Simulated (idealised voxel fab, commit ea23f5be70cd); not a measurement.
process module | voxel capacitor over wiring
cross-section cut | 220 nm wide | cells 5 nm
A cross-section is a grid of square cells, given in bands from the top down. A band is one or more rows of cells.
Each band's line starts with the height of the band's top and of its bottom, in nm. Then come its materials from left to right, each with its width in nm. One material with "throughout" fills the band from edge to edge. "air" is empty space.
Height 0 is the level under which the wafer as received is all one material. The lowest band goes on downwards, as in "0 down".
A width such as "30 to 40" changes by the same amount from each row of cells to the next, from the band's top row to its bottom row.
"no change" after a step means that no cell of the cross-section changed.
closed voids: empty space of 8 cells or more with no open way to the top, each as width x height at its distance from the left edge, in nm
after a step's settings: what the simulator itself notes on the step
overlay nm, on a step with a mask: how far to the right of its planned place the mask lay; to the left if negative
plan
1 op RECEIVE | material Si
2 op CONFORMAL_DEP | material SiO2 | thk nm 10
3 op CONFORMAL_DEP | material SiCN | thk nm 5
4 op DIRECTIONAL_DEP | material lowk | thk nm 15
5 op PATTERN | tone open | mask id METAL_1 | material resist | width nm 30 | pitch nm 85 | thk nm 15 | overlay nm 0
6 op DIRECTIONAL_ETCH | etch materials lowk | depth nm 15
7 op DIRECTIONAL_ETCH | etch materials SiCN | depth nm 5
8 op STRIP | etch materials resist
9 op CONFORMAL_DEP | material TiN | thk nm 5
10 op FILL_DEP | material W | thk nm 10
11 op CMP | height nm 30
12 op CONFORMAL_DEP | material SiCN | thk nm 5
13 op DIRECTIONAL_DEP | material lowk | thk nm 10
14 op DIRECTIONAL_DEP | material aC | thk nm 15
15 op PATTERN | tone open | mask id PLUG_1 | material resist | width nm 15 | thk nm 30 | overlay nm 0
16 op DIRECTIONAL_ETCH | etch materials aC | depth nm 15
17 op STRIP | etch materials resist
18 op DIRECTIONAL_ETCH | etch materials lowk | depth nm 10
19 op DIRECTIONAL_ETCH | etch materials SiCN | depth nm 5
20 op STRIP | etch materials aC
21 op EPI | material Ru | thk nm 10
22 op EPI | material Ru | thk nm 5
23 op DIRECTIONAL_DEP | material TiN | thk nm 5
24 op DIRECTIONAL_DEP | material Al2O3 | thk nm 5
25 op DIRECTIONAL_DEP | material TiN | thk nm 5
26 op PATTERN | tone cover | mask id UPPER_PLATE | material resist | width nm 60 | thk nm 20 | overlay nm 0
27 op DIRECTIONAL_ETCH | etch materials TiN | depth nm 5
28 op DIRECTIONAL_ETCH | etch materials Al2O3 | depth nm 5
29 op STRIP | etch materials resist
30 op DIRECTIONAL_DEP | material aC | thk nm 15
31 op PATTERN | tone cover | mask id LOWER_PLATE | material resist | width nm 70 | thk nm 30 | overlay nm 0
32 op DIRECTIONAL_ETCH | etch materials aC | depth nm 15
33 op STRIP | etch materials resist
34 op DIRECTIONAL_ETCH | etch materials TiN | depth nm 5
35 op STRIP | etch materials aC
36 op FILL_DEP | material SiO2 | thk nm 20
37 op CMP | height nm 75
38 op PATTERN | tone open | mask id PLUG_2 | material resist | width nm 15 | thk nm 15 | overlay nm 0
39 op DIRECTIONAL_ETCH | etch materials SiO2 | depth nm 15
40 op STRIP | etch materials resist
41 op CONFORMAL_DEP | material TiN | thk nm 5
42 op FILL_DEP | material Cu | thk nm 10
43 op CMP | height nm 75
44 op CONFORMAL_DEP | material SiN | thk nm 5
as received, after step 1
  0 down: Si throughout
  closed voids: none
a wafer at the end: this start, this plan, one mistake
  80 to 75: SiN throughout
  75 to 65: SiO2 75 to 65 | TiN 15 to 25 | SiO2 130
  65 to 60: SiO2 65 | Al2O3 25 | SiO2 130
  60 to 55: SiO2 60 | TiN 65 | SiO2 95
  55 to 50: SiO2 55 | Ru 35 | Al2O3 35 | SiO2 95
  50 to 45: SiO2 55 | Ru 35 | TiN 40 | SiO2 90
  45 to 35: lowk 65 | Ru 15 | lowk 140
  35 to 30: SiCN 65 | Ru 15 | SiCN 140
  30 to 15: lowk 50 | TiN 5 | W 20 | TiN 5 | lowk 55 | TiN 5 | W 20 | TiN 5 | lowk 55
  15 to 10: SiCN 50 | TiN 30 | SiCN 55 | TiN 30 | SiCN 55
  10 to 0: SiO2 throughout
  0 down: Si throughout
  closed voids: none
what went wrong: step 21 was run twice
